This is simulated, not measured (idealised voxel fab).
Process module in this document: voxel capacitor over wiring
For reference, the cross-section in this document is cut, with width 250 nm and square cells of 5 nm.
A cross-section in this document is a grid of square cells, and it is written down as bands, the top band listed before the ones below it; a band is made up of one or more rows of cells. This entry defines a band. It first specifies the height of the band's top and the height of its bottom in nm, and then specifies the band's materials from left to right, stating each material with its width in nm. The word "edge to edge" identifies a single material that fills the band from edge to edge, while the word "empty" identifies empty space. Convention: height 0 is the level below which the wafer, as received, is all one material. The lowest band does not terminate at the bottom but continues downward, represented as "z 0 and below". When a width is written as two numbers, as in "30..40", the first number is the width in the top row of cells of the band and the second is the width in its bottom row, and the width changes by the same amount from each row to the next. "left unchanged" -> step changed no cross-section cell. Listed in "Sealed internal voids": every empty space of 8 or more cells without an open way to the top. Form: width x height at distance, the distance being from the left edge, all in nm. Read whatever lies past the settings on a step's line as the simulator's own remark about the step. Steps that use a mask can have "overlay nm" on their line. It says how far the mask sat to the right of where it was meant to be. Negative means to the left.
Planned process steps:
| 1 | RECEIVE,material Si |
| 2 | CONFORMAL_DEP,material SiO2,thk nm 15 |
| 3 | CONFORMAL_DEP,material SiN,thk nm 5 |
| 4 | DIRECTIONAL_DEP,material SiO2,thk nm 15 |
| 5 | PATTERN,tone open,mask id METAL_1,material resist,width nm 25,pitch nm 95,thk nm 15,overlay nm 0 |
| 6 | DIRECTIONAL_ETCH,etch materials SiO2,depth nm 15 |
| 7 | DIRECTIONAL_ETCH,etch materials SiN,depth nm 5 |
| 8 | STRIP,etch materials resist |
| 9 | CONFORMAL_DEP,material TiN,thk nm 5 |
| 10 | FILL_DEP,material W,thk nm 10 |
| 11 | CMP,height nm 35 |
| 12 | EPI,material Ru,thk nm 5 |
| 13 | FILL_DEP,material SiCN,thk nm 5 |
| 14 | DIRECTIONAL_DEP,material SiO2,thk nm 20 |
| 15 | MASKED_ETCH,tone open,mask id PLUG_1,width nm 15,etch materials SiO2,depth nm 20,overlay nm 0 |
| 16 | MASKED_ETCH,tone open,mask id PLUG_1,width nm 15,etch materials SiCN,depth nm 5,overlay nm 0 |
| 17 | CONFORMAL_DEP,material TiN,thk nm 5 |
| 18 | FILL_DEP,material Cu,thk nm 5 |
| 19 | CMP,height nm 65 |
| 20 | DIRECTIONAL_DEP,material TiN,thk nm 10 |
| 21 | DIRECTIONAL_DEP,material HfO2,thk nm 5 |
| 22 | DIRECTIONAL_DEP,material TiN,thk nm 10 |
| 23 | DIRECTIONAL_DEP,material aC,thk nm 10 |
| 24 | PATTERN,tone cover,mask id UPPER_PLATE,material resist,width nm 75,thk nm 25,overlay nm 0 |
| 25 | DIRECTIONAL_ETCH,etch materials aC,depth nm 10 |
| 26 | STRIP,etch materials resist |
| 27 | DIRECTIONAL_ETCH,etch materials TiN,depth nm 10 |
| 28 | DIRECTIONAL_ETCH,etch materials HfO2,depth nm 5 |
| 29 | STRIP,etch materials aC |
| 30 | DIRECTIONAL_DEP,material aC,thk nm 10 |
| 31 | PATTERN,tone cover,mask id LOWER_PLATE,material resist,width nm 85,thk nm 30,overlay nm 0 |
| 32 | DIRECTIONAL_ETCH,etch materials aC,depth nm 10 |
| 33 | STRIP,etch materials resist |
| 34 | DIRECTIONAL_ETCH,etch materials TiN,depth nm 10 |
| 35 | STRIP,etch materials aC |
| 36 | FILL_DEP,material SiO2,thk nm 15 |
| 37 | CMP,height nm 100 |
| 38 | DIRECTIONAL_DEP,material aC,thk nm 10 |
| 39 | PATTERN,tone open,mask id PLUG_2,material resist,width nm 15,thk nm 30,overlay nm 0 |
| 40 | DIRECTIONAL_ETCH,etch materials aC,depth nm 10 |
| 41 | STRIP,etch materials resist |
| 42 | DIRECTIONAL_ETCH,etch materials SiO2,depth nm 10 |
| 43 | STRIP,etch materials aC |
| 44 | CONFORMAL_DEP,material TiN,thk nm 5 |
| 45 | FILL_DEP,material Ru,thk nm 5 |
| 46 | CMP,height nm 100 |
| 47 | CONFORMAL_DEP,material SiN,thk nm 5 |
What follows covers the first of two wafers; it ran as planned:
Cross-section of the wafer upon arrival, representing the state reached after step 1:
* z 0 and below = Si edge to edge
* Sealed internal voids: none
You're looking at a cross-section of the wafer after step 2:
* z 15 to 0 = SiO2 edge to edge
* Everything under 0 stays put, no change at all.
You're looking at a cross-section of the wafer after step 3:
* z 20 to 15 = SiN edge to edge
* Everything under 15 stays put, no change at all.
You're looking at a cross-section of the wafer after step 4:
* z 35 to 20 = SiO2 edge to edge
* Everything under 20 stays put, no change at all.
You're looking at a cross-section of the wafer after step 5:
* z 50 to 35 = resist (65); empty (25); resist (70); empty (25); resist (65)
* Everything under 35 stays put, no change at all.
You're looking at a cross-section of the wafer after step 6:
* z 50 to 35 = resist (65); empty (25); resist (70); empty (25); resist (65)
* z 35 to 20 = SiO2 (65); empty (25); SiO2 (70); empty (25); SiO2 (65)
* Everything under 20 stays put, no change at all.
You're looking at a cross-section of the wafer after step 7:
* z 50 to 35 = resist (65); empty (25); resist (70); empty (25); resist (65)
* z 35 to 20 = SiO2 (65); empty (25); SiO2 (70); empty (25); SiO2 (65)
* z 20 to 15 = SiN (65); empty (25); SiN (70); empty (25); SiN (65)
* Everything under 15 stays put, no change at all.
You're looking at a cross-section of the wafer after step 8:
* z 35 to 20 = SiO2 (65); empty (25); SiO2 (70); empty (25); SiO2 (65)
* Everything under 20 stays put, no change at all.
You're looking at a cross-section of the wafer after step 9:
* z 40 to 35 = TiN (70); empty (15); TiN (80); empty (15); TiN (70)
* z 35 to 20 = SiO2 (65); TiN (5); empty (15); TiN (5); SiO2 (70); TiN (5); empty (15); TiN (5); SiO2 (65)
* z 20 to 15 = SiN (65); TiN (25); SiN (70); TiN (25); SiN (65)
* Everything under 15 stays put, no change at all.
You're looking at a cross-section of the wafer after step 10:
* z 50 to 40 = W edge to edge
* z 40 to 35 = TiN (70); W (15); TiN (80); W (15); TiN (70)
* z 35 to 20 = SiO2 (65); TiN (5); W (15); TiN (5); SiO2 (70); TiN (5); W (15); TiN (5); SiO2 (65)
* Everything under 20 stays put, no change at all.
You're looking at a cross-section of the wafer after step 11:
* z 35 to 20 = SiO2 (65); TiN (5); W (15); TiN (5); SiO2 (70); TiN (5); W (15); TiN (5); SiO2 (65)
* Everything under 20 stays put, no change at all.
You're looking at a cross-section of the wafer after step 12:
* z 40 to 35 = empty (60); Ru (35); empty (60); Ru (35); empty (60)
* Everything under 35 stays put, no change at all.
You're looking at a cross-section of the wafer after step 13:
* z 45 to 40 = SiCN edge to edge
* z 40 to 35 = SiCN (60); Ru (35); SiCN (60); Ru (35); SiCN (60)
* Everything under 35 stays put, no change at all.
You're looking at a cross-section of the wafer after step 14:
* z 65 to 45 = SiO2 edge to edge
* Everything under 45 stays put, no change at all.
You're looking at a cross-section of the wafer after step 15:
* z 65 to 45 = SiO2 (75); empty (15); SiO2 (160)
* Everything under 45 stays put, no change at all.
You're looking at a cross-section of the wafer after step 16:
* z 65 to 45 = SiO2 (75); empty (15); SiO2 (160)
* z 45 to 40 = SiCN (75); empty (15); SiCN (160)
* Everything under 40 stays put, no change at all.
You're looking at a cross-section of the wafer after step 17:
* z 70 to 65 = TiN (80); empty (5); TiN (165)
* z 65 to 45 = SiO2 (75); TiN (5); empty (5); TiN (5); SiO2 (160)
* z 45 to 40 = SiCN (75); TiN (15); SiCN (160)
* Everything under 40 stays put, no change at all.
You're looking at a cross-section of the wafer after step 18:
* z 75 to 70 = Cu edge to edge
* z 70 to 65 = TiN (80); Cu (5); TiN (165)
* z 65 to 45 = SiO2 (75); TiN (5); Cu (5); TiN (5); SiO2 (160)
* Everything under 45 stays put, no change at all.
You're looking at a cross-section of the wafer after step 19:
* z 65 to 45 = SiO2 (75); TiN (5); Cu (5); TiN (5); SiO2 (160)
* Everything under 45 stays put, no change at all.
You're looking at a cross-section of the wafer after step 20:
* z 75 to 65 = TiN edge to edge
* Everything under 65 stays put, no change at all.
You're looking at a cross-section of the wafer after step 21:
* z 80 to 75 = HfO2 edge to edge
* Everything under 75 stays put, no change at all.
You're looking at a cross-section of the wafer after step 22:
* z 90 to 80 = TiN edge to edge
* Everything under 80 stays put, no change at all.
You're looking at a cross-section of the wafer after step 23:
* z 100 to 90 = aC edge to edge
* Everything under 90 stays put, no change at all.
You're looking at a cross-section of the wafer after step 24:
* z 125 to 100 = empty (75); resist (75); empty (100)
* Everything under 100 stays put, no change at all.
You're looking at a cross-section of the wafer after step 25:
* z 115 to 100 = empty (75); resist (75); empty (100)
* z 100 to 90 = empty (75); aC (75); empty (100)
* Everything under 90 stays put, no change at all.
You're looking at a cross-section of the wafer after step 26:
* z 100 to 90 = empty (75); aC (75); empty (100)
* Everything under 90 stays put, no change at all.
You're looking at a cross-section of the wafer after step 27:
* z 100 to 90 = empty (75); aC (75); empty (100)
* z 90 to 80 = empty (75); TiN (75); empty (100)
* Everything under 80 stays put, no change at all.
You're looking at a cross-section of the wafer after step 28:
* z 100 to 90 = empty (75); aC (75); empty (100)
* z 90 to 80 = empty (75); TiN (75); empty (100)
* z 80 to 75 = empty (75); HfO2 (75); empty (100)
* Everything under 75 stays put, no change at all.
You're looking at a cross-section of the wafer after step 29:
* z 90 to 80 = empty (75); TiN (75); empty (100)
* Everything under 80 stays put, no change at all.
You're looking at a cross-section of the wafer after step 30:
* z 100 to 90 = empty (75); aC (75); empty (100)
* z 90 to 85 = empty (75); TiN (75); empty (100)
* z 85 to 80 = aC (75); TiN (75); aC (100)
* z 80 to 75 = aC (75); HfO2 (75); aC (100)
* Everything under 75 stays put, no change at all.
You're looking at a cross-section of the wafer after step 31:
* z 130 to 100 = empty (70); resist (85); empty (95)
* z 100 to 90 = empty (70); resist (5); aC (75); resist (5); empty (95)
* z 90 to 85 = empty (70); resist (5); TiN (75); resist (5); empty (95)
* Everything under 85 stays put, no change at all.
You're looking at a cross-section of the wafer after step 32:
* z 120 to 100 = empty (70); resist (85); empty (95)
* z 100 to 90 = empty (70); resist (5); aC (75); resist (5); empty (95)
* z 90 to 85 = empty (70); resist (5); TiN (75); resist (5); empty (95)
* z 85 to 80 = empty (70); aC (5); TiN (75); aC (5); empty (95)
* z 80 to 75 = empty (70); aC (5); HfO2 (75); aC (5); empty (95)
* Everything under 75 stays put, no change at all.
You're looking at a cross-section of the wafer after step 33:
* z 100 to 90 = empty (75); aC (75); empty (100)
* z 90 to 85 = empty (75); TiN (75); empty (100)
* Everything under 85 stays put, no change at all.
You're looking at a cross-section of the wafer after step 34:
* z 100 to 90 = empty (75); aC (75); empty (100)
* z 90 to 85 = empty (75); TiN (75); empty (100)
* z 85 to 80 = empty (70); aC (5); TiN (75); aC (5); empty (95)
* z 80 to 75 = empty (70); aC (5); HfO2 (75); aC (5); empty (95)
* z 75 to 65 = empty (70); TiN (85); empty (95)
* Everything under 65 stays put, no change at all.
You're looking at a cross-section of the wafer after step 35:
* z 90 to 80 = empty (75); TiN (75); empty (100)
* z 80 to 75 = empty (75); HfO2 (75); empty (100)
* Everything under 75 stays put, no change at all.
You're looking at a cross-section of the wafer after step 36:
* z 105 to 90 = SiO2 edge to edge
* z 90 to 80 = SiO2 (75); TiN (75); SiO2 (100)
* z 80 to 75 = SiO2 (75); HfO2 (75); SiO2 (100)
* z 75 to 65 = SiO2 (70); TiN (85); SiO2 (95)
* Everything under 65 stays put, no change at all.
You're looking at a cross-section of the wafer after step 37:
* z 100 to 90 = SiO2 edge to edge
* Everything under 90 stays put, no change at all.
You're looking at a cross-section of the wafer after step 38:
* z 110 to 100 = aC edge to edge
* Everything under 100 stays put, no change at all.
You're looking at a cross-section of the wafer after step 39:
* z 140 to 110 = resist (85); empty (15); resist (150)
* Everything under 110 stays put, no change at all.
You're looking at a cross-section of the wafer after step 40:
* z 130 to 110 = resist (85); empty (15); resist (150)
* z 110 to 100 = aC (85); empty (15); aC (150)
* Everything under 100 stays put, no change at all.
You're looking at a cross-section of the wafer after step 41:
* z 110 to 100 = aC (85); empty (15); aC (150)
* Everything under 100 stays put, no change at all.
You're looking at a cross-section of the wafer after step 42:
* z 110 to 100 = aC (85); empty (15); aC (150)
* z 100 to 90 = SiO2 (85); empty (15); SiO2 (150)
* Everything under 90 stays put, no change at all.
You're looking at a cross-section of the wafer after step 43:
* z 100 to 90 = SiO2 (85); empty (15); SiO2 (150)
* Everything under 90 stays put, no change at all.
You're looking at a cross-section of the wafer after step 44:
* z 105 to 100 = TiN (90); empty (5); TiN (155)
* z 100 to 95 = SiO2 (85); TiN (5); empty (5); TiN (5); SiO2 (150)
* z 95 to 90 = SiO2 (85); TiN (15); SiO2 (150)
* Everything under 90 stays put, no change at all.
You're looking at a cross-section of the wafer after step 45:
* z 110 to 105 = Ru edge to edge
* z 105 to 100 = TiN (90); Ru (5); TiN (155)
* z 100 to 95 = SiO2 (85); TiN (5); Ru (5); TiN (5); SiO2 (150)
* Everything under 95 stays put, no change at all.
You're looking at a cross-section of the wafer after step 46:
* z 100 to 95 = SiO2 (85); TiN (5); Ru (5); TiN (5); SiO2 (150)
* Everything under 95 stays put, no change at all.
You're looking at a cross-section of the wafer after step 47:
* z 105 to 100 = SiN edge to edge
* Everything under 100 stays put, no change at all.
Wafer two: like wafer one in start and plan, but with one mistake in execution; identical up to and including step 4:
Second wafer cross-section, taken as of the time the plan sets for step 5 to be done:
* z 50 to 35 = resist (65); empty (30); resist (65); empty (30); resist (60)
* Everything under 35 stays put, no change at all.
Second wafer cross-section, taken as of the time the plan sets for step 6 to be done:
* z 50 to 35 = resist (65); empty (30); resist (65); empty (30); resist (60)
* z 35 to 20 = SiO2 (65); empty (30); SiO2 (65); empty (30); SiO2 (60)
* Everything under 20 stays put, no change at all.
Second wafer cross-section, taken as of the time the plan sets for step 7 to be done:
* z 50 to 35 = resist (65); empty (30); resist (65); empty (30); resist (60)
* z 35 to 20 = SiO2 (65); empty (30); SiO2 (65); empty (30); SiO2 (60)
* z 20 to 15 = SiN (65); empty (30); SiN (65); empty (30); SiN (60)
* Everything under 15 stays put, no change at all.
Second wafer cross-section, taken as of the time the plan sets for step 8 to be done:
* z 35 to 20 = SiO2 (65); empty (30); SiO2 (65); empty (30); SiO2 (60)
* Everything under 20 stays put, no change at all.
Second wafer cross-section, taken as of the time the plan sets for step 9 to be done:
* z 40 to 35 = TiN (70); empty (20); TiN (75); empty (20); TiN (65)
* z 35 to 20 = SiO2 (65); TiN (5); empty (20); TiN (5); SiO2 (65); TiN (5); empty (20); TiN (5); SiO2 (60)
* z 20 to 15 = SiN (65); TiN (30); SiN (65); TiN (30); SiN (60)
* Everything under 15 stays put, no change at all.
Second wafer cross-section, taken as of the time the plan sets for step 10 to be done:
* z 50 to 40 = W edge to edge
* z 40 to 35 = TiN (70); W (20); TiN (75); W (20); TiN (65)
* z 35 to 20 = SiO2 (65); TiN (5); W (20); TiN (5); SiO2 (65); TiN (5); W (20); TiN (5); SiO2 (60)
* Everything under 20 stays put, no change at all.
Second wafer cross-section, taken as of the time the plan sets for step 11 to be done:
* z 35 to 20 = SiO2 (65); TiN (5); W (20); TiN (5); SiO2 (65); TiN (5); W (20); TiN (5); SiO2 (60)
* Everything under 20 stays put, no change at all.
Second wafer cross-section, taken as of the time the plan sets for step 12 to be done:
* z 40 to 35 = empty (60); Ru (40); empty (55); Ru (40); empty (55)
* Everything under 35 stays put, no change at all.
Second wafer cross-section, taken as of the time the plan sets for step 13 to be done:
* z 45 to 40 = SiCN edge to edge
* z 40 to 35 = SiCN (60); Ru (40); SiCN (55); Ru (40); SiCN (55)
* Everything under 35 stays put, no change at all.
Second wafer cross-section, taken as of the time the plan sets for step 14 to be done:
* z 65 to 45 = SiO2 edge to edge
* Everything under 45 stays put, no change at all.
Second wafer cross-section, taken as of the time the plan sets for step 15 to be done:
* z 65 to 45 = SiO2 (75); empty (15); SiO2 (160)
* Everything under 45 stays put, no change at all.
Second wafer cross-section, taken as of the time the plan sets for step 16 to be done:
* z 65 to 45 = SiO2 (75); empty (15); SiO2 (160)
* z 45 to 40 = SiCN (75); empty (15); SiCN (160)
* Everything under 40 stays put, no change at all.
Second wafer cross-section, taken as of the time the plan sets for step 17 to be done:
* z 70 to 65 = TiN (80); empty (5); TiN (165)
* z 65 to 45 = SiO2 (75); TiN (5); empty (5); TiN (5); SiO2 (160)
* z 45 to 40 = SiCN (75); TiN (15); SiCN (160)
* Everything under 40 stays put, no change at all.
Second wafer cross-section, taken as of the time the plan sets for step 18 to be done:
* z 75 to 70 = Cu edge to edge
* z 70 to 65 = TiN (80); Cu (5); TiN (165)
* z 65 to 45 = SiO2 (75); TiN (5); Cu (5); TiN (5); SiO2 (160)
* Everything under 45 stays put, no change at all.
Second wafer cross-section, taken as of the time the plan sets for step 19 to be done:
* z 65 to 45 = SiO2 (75); TiN (5); Cu (5); TiN (5); SiO2 (160)
* Everything under 45 stays put, no change at all.
Second wafer cross-section, taken as of the time the plan sets for step 20 to be done:
* z 75 to 65 = TiN edge to edge
* Everything under 65 stays put, no change at all.
Second wafer cross-section, taken as of the time the plan sets for step 21 to be done:
* z 80 to 75 = HfO2 edge to edge
* Everything under 75 stays put, no change at all.
Second wafer cross-section, taken as of the time the plan sets for step 22 to be done:
* z 90 to 80 = TiN edge to edge
* Everything under 80 stays put, no change at all.
Second wafer cross-section, taken as of the time the plan sets for step 23 to be done:
* z 100 to 90 = aC edge to edge
* Everything under 90 stays put, no change at all.
Second wafer cross-section, taken as of the time the plan sets for step 24 to be done:
* z 125 to 100 = empty (75); resist (75); empty (100)
* Everything under 100 stays put, no change at all.
Second wafer cross-section, taken as of the time the plan sets for step 25 to be done:
* z 115 to 100 = empty (75); resist (75); empty (100)
* z 100 to 90 = empty (75); aC (75); empty (100)
* Everything under 90 stays put, no change at all.
Second wafer cross-section, taken as of the time the plan sets for step 26 to be done:
* z 100 to 90 = empty (75); aC (75); empty (100)
* Everything under 90 stays put, no change at all.
Second wafer cross-section, taken as of the time the plan sets for step 27 to be done:
* z 100 to 90 = empty (75); aC (75); empty (100)
* z 90 to 80 = empty (75); TiN (75); empty (100)
* Everything under 80 stays put, no change at all.
Second wafer cross-section, taken as of the time the plan sets for step 28 to be done:
* z 100 to 90 = empty (75); aC (75); empty (100)
* z 90 to 80 = empty (75); TiN (75); empty (100)
* z 80 to 75 = empty (75); HfO2 (75); empty (100)
* Everything under 75 stays put, no change at all.
Second wafer cross-section, taken as of the time the plan sets for step 29 to be done:
* z 90 to 80 = empty (75); TiN (75); empty (100)
* Everything under 80 stays put, no change at all.
Second wafer cross-section, taken as of the time the plan sets for step 30 to be done:
* z 100 to 90 = empty (75); aC (75); empty (100)
* z 90 to 85 = empty (75); TiN (75); empty (100)
* z 85 to 80 = aC (75); TiN (75); aC (100)
* z 80 to 75 = aC (75); HfO2 (75); aC (100)
* Everything under 75 stays put, no change at all.
Second wafer cross-section, taken as of the time the plan sets for step 31 to be done:
* z 130 to 100 = empty (70); resist (85); empty (95)
* z 100 to 90 = empty (70); resist (5); aC (75); resist (5); empty (95)
* z 90 to 85 = empty (70); resist (5); TiN (75); resist (5); empty (95)
* Everything under 85 stays put, no change at all.
Second wafer cross-section, taken as of the time the plan sets for step 32 to be done:
* z 120 to 100 = empty (70); resist (85); empty (95)
* z 100 to 90 = empty (70); resist (5); aC (75); resist (5); empty (95)
* z 90 to 85 = empty (70); resist (5); TiN (75); resist (5); empty (95)
* z 85 to 80 = empty (70); aC (5); TiN (75); aC (5); empty (95)
* z 80 to 75 = empty (70); aC (5); HfO2 (75); aC (5); empty (95)
* Everything under 75 stays put, no change at all.
Second wafer cross-section, taken as of the time the plan sets for step 33 to be done:
* z 100 to 90 = empty (75); aC (75); empty (100)
* z 90 to 85 = empty (75); TiN (75); empty (100)
* Everything under 85 stays put, no change at all.
Second wafer cross-section, taken as of the time the plan sets for step 34 to be done:
* z 100 to 90 = empty (75); aC (75); empty (100)
* z 90 to 85 = empty (75); TiN (75); empty (100)
* z 85 to 80 = empty (70); aC (5); TiN (75); aC (5); empty (95)
* z 80 to 75 = empty (70); aC (5); HfO2 (75); aC (5); empty (95)
* z 75 to 65 = empty (70); TiN (85); empty (95)
* Everything under 65 stays put, no change at all.
Second wafer cross-section, taken as of the time the plan sets for step 35 to be done:
* z 90 to 80 = empty (75); TiN (75); empty (100)
* z 80 to 75 = empty (75); HfO2 (75); empty (100)
* Everything under 75 stays put, no change at all.
Second wafer cross-section, taken as of the time the plan sets for step 36 to be done:
* z 105 to 90 = SiO2 edge to edge
* z 90 to 80 = SiO2 (75); TiN (75); SiO2 (100)
* z 80 to 75 = SiO2 (75); HfO2 (75); SiO2 (100)
* z 75 to 65 = SiO2 (70); TiN (85); SiO2 (95)
* Everything under 65 stays put, no change at all.
Second wafer cross-section, taken as of the time the plan sets for step 37 to be done:
* z 100 to 90 = SiO2 edge to edge
* Everything under 90 stays put, no change at all.
Second wafer cross-section, taken as of the time the plan sets for step 38 to be done:
* z 110 to 100 = aC edge to edge
* Everything under 100 stays put, no change at all.
Second wafer cross-section, taken as of the time the plan sets for step 39 to be done:
* z 140 to 110 = resist (85); empty (15); resist (150)
* Everything under 110 stays put, no change at all.
Second wafer cross-section, taken as of the time the plan sets for step 40 to be done:
* z 130 to 110 = resist (85); empty (15); resist (150)
* z 110 to 100 = aC (85); empty (15); aC (150)
* Everything under 100 stays put, no change at all.
Second wafer cross-section, taken as of the time the plan sets for step 41 to be done:
* z 110 to 100 = aC (85); empty (15); aC (150)
* Everything under 100 stays put, no change at all.
Second wafer cross-section, taken as of the time the plan sets for step 42 to be done:
* z 110 to 100 = aC (85); empty (15); aC (150)
* z 100 to 90 = SiO2 (85); empty (15); SiO2 (150)
* Everything under 90 stays put, no change at all.
Second wafer cross-section, taken as of the time the plan sets for step 43 to be done:
* z 100 to 90 = SiO2 (85); empty (15); SiO2 (150)
* Everything under 90 stays put, no change at all.
Second wafer cross-section, taken as of the time the plan sets for step 44 to be done:
* z 105 to 100 = TiN (90); empty (5); TiN (155)
* z 100 to 95 = SiO2 (85); TiN (5); empty (5); TiN (5); SiO2 (150)
* z 95 to 90 = SiO2 (85); TiN (15); SiO2 (150)
* Everything under 90 stays put, no change at all.
Second wafer cross-section, taken as of the time the plan sets for step 45 to be done:
* z 110 to 105 = Ru edge to edge
* z 105 to 100 = TiN (90); Ru (5); TiN (155)
* z 100 to 95 = SiO2 (85); TiN (5); Ru (5); TiN (5); SiO2 (150)
* Everything under 95 stays put, no change at all.
Second wafer cross-section, taken as of the time the plan sets for step 46 to be done:
* z 100 to 95 = SiO2 (85); TiN (5); Ru (5); TiN (5); SiO2 (150)
* Everything under 95 stays put, no change at all.
Second wafer cross-section, taken as of the time the plan sets for step 47 to be done:
* z 105 to 100 = SiN edge to edge
* Everything under 100 stays put, no change at all.
What was the processing mistake? off-plan run, step 5, actual operation and settings PATTERN,tone open,mask id METAL_1,material resist,width nm 30,pitch nm 95,thk nm 15,overlay nm 0
Final difference in cells, second wafer against first, listed per material as more or fewer: 2 more of Ru; 2 fewer of SiCN; 2 fewer of SiN; 6 fewer of SiO2; 2 more of TiN; 6 more of W
